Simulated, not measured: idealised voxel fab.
Proc. module: voxel tone inversion
cross-section cut | 280 nm wide | cells 5 nm
How to read a cross-section here: the picture is a grid of square cells, written as bands going from the top down, and any band can span one or more rows of cells.
This entry defines a band. It first specifies the height of the band's top and the height of its bottom in nm, and then specifies the band's materials from left to right, stating each material with its width in nm. The word "full width" identifies a single material that fills the band from edge to edge, while the word "blank" identifies empty space.
Convention: height 0 is the level below which the wafer, as received, is all one material. The lowest band does not terminate at the bottom but continues downward, represented as "0 -> down".
Note: "30 to 40" means the width goes from the first number (top row of the band) to the second number (bottom row) in equal steps per row of cells.
You'll sometimes find "all unchanged" written for a step, and that's the way of saying that nowhere in the cross-section did a cell change during that step.
Closed empty spaces (no open way to the top) of 8 cells or more are what "Enclosed cavities" lists, each as width x height at distance from the left edge, nm for all three.
Heads up: the bit after the settings on a step's line is the simulator's remark on that step.
"overlay nm" denotes, for a step that has a mask, the displacement of the mask to the right of its planned place, with negative values corresponding to the left.
-- Process steps - plan
- 1: RECEIVE,material Si
- 2: CONFORMAL_DEP,material SiN,thk nm 10
- 3: DIRECTIONAL_DEP,material aC,thk nm 20
- 4: PATTERN,tone cover,mask id POSTS,material resist,width nm 20,pitch nm 40,thk nm 30,overlay nm 0
- 5: DIRECTIONAL_ETCH,etch materials aC,depth nm 20
- 6: STRIP,etch materials resist
- 7: FILL_DEP,material lowk,thk nm 5
- 8: CMP,height nm 30
- 9: STRIP,etch materials aC
- 10: CONFORMAL_DEP,material TiN,thk nm 5
- 11: FILL_DEP,material Ru,thk nm 5
- 12: CMP,height nm 30
- 13: CONFORMAL_DEP,material SiCN,thk nm 5
The wafers are alike at the start. At step 10, their thk nm differs. The plan lists the first wafer's value.
-- first wafer as received, after step 1
0 -> down  Si full width
Enclosed cavities: none
-- The table below has one row for each wafer; a row shows, as of the end of the module, how many cells of each material the wafer has gained, marked (+), or lost, marked (-), since it was received, and then the wafer's closed voids
thk nm 5, +18 Ru, +56 SiCN, +112 SiN, +30 TiN, +176 lowk, Enclosed cavities: none
thk nm 10, +56 SiCN, +112 SiN, +48 TiN, +176 lowk, Enclosed cavities: none
thk nm 15, +56 SiCN, +112 SiN, +48 TiN, +176 lowk, Enclosed cavities: none
thk nm 20, +56 SiCN, +112 SiN, +48 TiN, +176 lowk, Enclosed cavities: none
